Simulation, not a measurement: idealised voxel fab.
process module | voxel transistor to metal
cross-section cut | 200 nm wide | cells 5 nm
A cross-section is a grid of square cells, given in bands from the top down. A band is one or more rows of cells.
Each band's line starts with the height of the band's top and of its bottom, in nm. Then come its materials from left to right, each with its width in nm. One material with "throughout" fills the band from edge to edge. "air" is empty space.
Height 0 is the level under which the wafer as received is all one material. The lowest band goes on downwards, as in "0 down".
A width such as "30 to 40" changes by the same amount from each row of cells to the next, from the band's top row to its bottom row.
"no change" after a step means that no cell of the cross-section changed.
closed voids: empty space of 8 cells or more with no open way to the top, each as width x height at its distance from the left edge, in nm
after a step's settings: what the simulator itself notes on the step
overlay nm, on a step with a mask: how far to the right of its planned place the mask lay; to the left if negative
plan
1 op RECEIVE | material Si
2 op CONFORMAL_DEP | material SiO2 | thk nm 5
3 op CONFORMAL_DEP | material SiN | thk nm 15
4 op MASKED_ETCH | tone cover | mask id ACTIVE | width nm 85 | etch materials SiN | depth nm 15 | overlay nm 0
5 op MASKED_ETCH | tone cover | mask id ACTIVE | width nm 85 | etch materials SiO2 | depth nm 5 | overlay nm 0
6 op MASKED_ETCH | tone cover | mask id ACTIVE | width nm 85 | etch materials Si | depth nm 25 | overlay nm 0
7 op OXIDIZE | depth nm 5
8 op FILL_DEP | material SiO2 | thk nm 15
9 op CMP | height nm 20
10 op SELECTIVE_ETCH | etch materials SiO2 | depth nm 10
11 op STRIP | etch materials SiN
12 op SELECTIVE_ETCH | etch materials SiO2 | depth nm 5
13 op OXIDIZE | depth nm 5
14 op DIRECTIONAL_DEP | material polySi | thk nm 30
15 op DIRECTIONAL_DEP | material SiCN | thk nm 15
16 op DIRECTIONAL_DEP | material aC | thk nm 10
17 op PATTERN | tone cover | mask id GATE | material resist | width nm 15 | thk nm 25 | overlay nm 0
18 op DIRECTIONAL_ETCH | etch materials aC | depth nm 10
19 op STRIP | etch materials resist
20 op DIRECTIONAL_ETCH | etch materials SiCN | depth nm 25
21 op DIRECTIONAL_ETCH | etch materials polySi | depth nm 40
22 op STRIP | etch materials aC
23 op CONFORMAL_DEP | material SiO2 | thk nm 5
24 op DIRECTIONAL_ETCH | etch materials SiO2 | depth nm 5
25 op CONFORMAL_DEP | material SiN | thk nm 10
26 op DIRECTIONAL_ETCH | etch materials SiN | depth nm 10
27 op DIRECTIONAL_ETCH | etch materials SiO2 | depth nm 5
28 op DIRECTIONAL_ETCH | etch materials Si | depth nm 15
29 op EPI | material nSi | thk nm 15
30 op FILL_DEP | material SiO2 | thk nm 5
31 op CMP | height nm 45
32 op DIRECTIONAL_DEP | material SiO2 | thk nm 10
33 op DIRECTIONAL_DEP | material aC | thk nm 10
34 op PATTERN | tone open | mask id CONTACT | material resist | width nm 15 | pitch nm 60 | thk nm 30 | overlay nm 0
35 op DIRECTIONAL_ETCH | etch materials aC | depth nm 10
36 op STRIP | etch materials resist
37 op DIRECTIONAL_ETCH | etch materials SiO2 | depth nm 45
38 op STRIP | etch materials aC
39 op CONFORMAL_DEP | material TiN | thk nm 5
40 op FILL_DEP | material W | thk nm 10
41 op CMP | height nm 55
42 op CONFORMAL_DEP | material SiCN | thk nm 5
43 op DIRECTIONAL_DEP | material SiO2 | thk nm 15
44 op PATTERN | tone open | mask id METAL_1 | material resist | width nm 15 | pitch nm 60 | thk nm 15 | overlay nm 0
45 op DIRECTIONAL_ETCH | etch materials SiO2 | depth nm 15
46 op DIRECTIONAL_ETCH | etch materials SiCN | depth nm 5
47 op STRIP | etch materials resist
48 op CONFORMAL_DEP | material TiN | thk nm 5
49 op FILL_DEP | material W | thk nm 10
50 op CMP | height nm 75
51 op CONFORMAL_DEP | material SiCN | thk nm 5
52 op DIRECTIONAL_DEP | material SiO2 | thk nm 25
53 op PATTERN | tone open | mask id METAL_2 | material resist | width nm 15 | pitch nm 60 | thk nm 20 | overlay nm 0
54 op DIRECTIONAL_ETCH | etch materials SiO2 | depth nm 15
55 op STRIP | etch materials resist
56 op PATTERN | tone open | mask id METAL_2_HOLES | material resist | width nm 15 | pitch nm 60 | thk nm 20 | overlay nm 0
57 op DIRECTIONAL_ETCH | etch materials SiO2 | depth nm 10
58 op DIRECTIONAL_ETCH | etch materials SiCN | depth nm 5
59 op STRIP | etch materials resist
60 op CONFORMAL_DEP | material TiN | thk nm 5
61 op FILL_DEP | material Ru | thk nm 5
62 op CMP | height nm 105
63 op CONFORMAL_DEP | material SiCN | thk nm 5
as received, after step 1
  0 down: Si throughout
  closed voids: none
first wafer at the end, as planned
  110 to 105: SiCN throughout
  105 to 80: SiO2 60 | TiN 5 | Ru 5 | TiN 5 | SiO2 45 | TiN 5 | Ru 5 | TiN 5 | SiO2 65
  80 to 75: SiCN 60 | TiN 15 | SiCN 45 | TiN 15 | SiCN 65
  75 to 60: SiO2 60 | TiN 5 | W 5 | TiN 5 | SiO2 45 | TiN 5 | W 5 | TiN 5 | SiO2 65
  60 to 55: SiCN 60 | TiN 15 | SiCN 45 | TiN 15 | SiCN 65
  55 to 45: SiO2 60 | TiN 5 | W 5 | TiN 5 | SiO2 45 | TiN 5 | W 5 | TiN 5 | SiO2 65
  45 to 30: SiO2 60 | TiN 5 | W 5 | TiN 5 | SiN 10 | SiO2 5 | SiCN 15 | SiO2 5 | SiN 10 | TiN 5 | W 5 | TiN 5 | SiO2 65
  30 to 15: SiO2 60 | TiN 5 | W 5 | TiN 5 | SiN 10 | SiO2 5 | polySi 15 | SiO2 5 | SiN 10 | TiN 5 | W 5 | TiN 5 | SiO2 65
  15 to 10: SiO2 60 | TiN 15 | SiN 10 | SiO2 5 | polySi 15 | SiO2 5 | SiN 10 | TiN 15 | SiO2 65
  10 to 5: SiO2 60 | nSi 15 | SiN 10 | SiO2 5 | polySi 15 | SiO2 5 | SiN 10 | nSi 15 | SiO2 65
  5 to 0: SiO2 55 | SiN 10 | nSi 10 | SiN 10 | SiO2 5 | polySi 15 | SiO2 5 | SiN 10 | nSi 10 | SiN 10 | SiO2 60
  0 to -5: SiO2 65 | nSi 10 | SiO2 45 | nSi 10 | SiO2 70
  -5 to -20: SiO2 60 | Si 5 | nSi 10 | Si 45 | nSi 10 | Si 5 | SiO2 65
  -20 to -30: SiO2 60 | Si 75 | SiO2 65
  -30 down: Si throughout
  closed voids: none
second wafer at the end: like start, like plan, one mistake
  110 to 105: SiCN throughout
  105 to 80: SiO2 60 | TiN 5 | Ru 5 | TiN 5 | SiO2 45 | TiN 5 | Ru 5 | TiN 5 | SiO2 65
  80 to 75: SiCN 60 | TiN 15 | SiCN 45 | TiN 15 | SiCN 65
  75 to 60: SiO2 60 | TiN 5 | W 5 | TiN 5 | SiO2 45 | TiN 5 | W 5 | TiN 5 | SiO2 65
  60 to 55: SiCN 60 | TiN 15 | SiCN 45 | TiN 15 | SiCN 65
  55 to 45: SiO2 60 | TiN 5 | W 5 | TiN 5 | SiO2 45 | TiN 5 | W 5 | TiN 5 | SiO2 65
  45 to 30: SiO2 60 | TiN 5 | W 5 | TiN 5 | SiN 10 | SiO2 5 | SiCN 15 | SiO2 5 | SiN 10 | TiN 5 | W 5 | TiN 5 | SiO2 65
  30 to 15: SiO2 60 | TiN 5 | W 5 | TiN 5 | SiN 10 | SiO2 5 | polySi 15 | SiO2 5 | SiN 10 | TiN 5 | W 5 | TiN 5 | SiO2 65
  15 to 10: SiO2 60 | TiN 15 | SiN 10 | SiO2 5 | polySi 15 | SiO2 5 | SiN 10 | TiN 15 | SiO2 65
  10 to 5: SiN 65 | SiO2 10 | SiN 10 | SiO2 5 | polySi 15 | SiO2 5 | SiN 10 | SiO2 10 | SiN 70
  5 to 0: SiO2 55 | SiN 30 | SiO2 5 | polySi 15 | SiO2 5 | SiN 30 | SiO2 60
  0 to -5: SiO2 throughout
  -5 to -30: SiO2 60 | Si 75 | SiO2 65
  -30 down: Si throughout
  closed voids: none
what went wrong: step 26 ran as: op DIRECTIONAL_ETCH | etch materials SiN | depth nm 5
at the end the second wafer has, in cells: 12 more of Si | 31 more of SiN | 17 fewer of SiO2 | 26 fewer of nSi
